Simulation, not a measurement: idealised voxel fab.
Process module under the name voxel double patterning
Pictured: cross-section cut, 265 nm wide, on a grid of 5 nm square cells.
A cross-section in this document is a grid of square cells, and it is written down as bands, the top band listed before the ones below it; a band is made up of one or more rows of cells.
Within each band entry, the heights of the top and of the bottom of the band appear first, in that order and in nm; the materials of the band then follow from left to right, each with its corresponding width in nm. The designation "full width" on a single material indicates that it fills the band from edge to edge; the designation "empty" indicates empty space.
Height reference: 0 = level under which incoming wafer is all one material. Lowest band: no bottom, runs on downward, e.g. "z 0 and below".
The notation "30 to 40" denotes a width that varies across the rows of cells in the band, beginning at the first number in the top row, finishing at the second number in the bottom row, and changing by an identical amount from each row to the next.
The designation "no alteration", where it is given for a processing step, indicates that no cell of the cross-section was altered in the course of that step.
Any empty space of 8 cells or more lacking an open way to the top shows up in "Sealed-off cavities" as width x height at distance, distance from the left edge, in nm.
It should be noted that, on the line of a given step, the content following the step's settings is a remark produced by the simulator itself with respect to that step.
"overlay nm" answers the question of how far to the right of plan the mask lay on a step that has a mask, and when it is negative the answer is to the left.

Process steps (planned):
1 RECEIVE | material Si
2 CONFORMAL_DEP | material SiO2 | thk nm 5
3 DIRECTIONAL_DEP | material W | thk nm 15
4 DIRECTIONAL_DEP | material SiCN | thk nm 10
5 MASKED_ETCH | tone open | mask id FIRST | width nm 15 | pitch nm 50 | etch materials SiCN | depth nm 10 | overlay nm 0
6 MASKED_ETCH | tone open | mask id SECOND | width nm 15 | etch materials SiCN | depth nm 10 | overlay nm 0
7 DIRECTIONAL_ETCH | etch materials W | depth nm 15
8 STRIP | etch materials SiCN

Cross-section of the incoming wafer, state after step 1:
z 0 and below: Si full width
Sealed-off cavities: none

First of two wafers at the end of the module, shown in cross-section; run carried out as planned:
z 20 to 5: W 100 / empty 15 / W 10 / empty 15 / W 10 / empty 15 / W 100
z 5 to 0: SiO2 full width
z 0 and below: Si full width
Sealed-off cavities: none

So this is wafer number two of the two, cut at the end of the module - it started where the first did and had the same plan, we just got one thing wrong running it:
z 20 to 5: W 90 / empty 15 / W 20 / empty 30 / W 110
z 5 to 0: SiO2 full width
z 0 and below: Si full width
Sealed-off cavities: none
Processing error: contrary to plan, step 5 was performed as MASKED_ETCH | tone open | mask id FIRST | width nm 15 | pitch nm 50 | etch materials SiCN | depth nm 10 | overlay nm -10
In the final comparison it is observed that the number of cells assigned to each material is identical for the two wafers, whereas their placement is not.
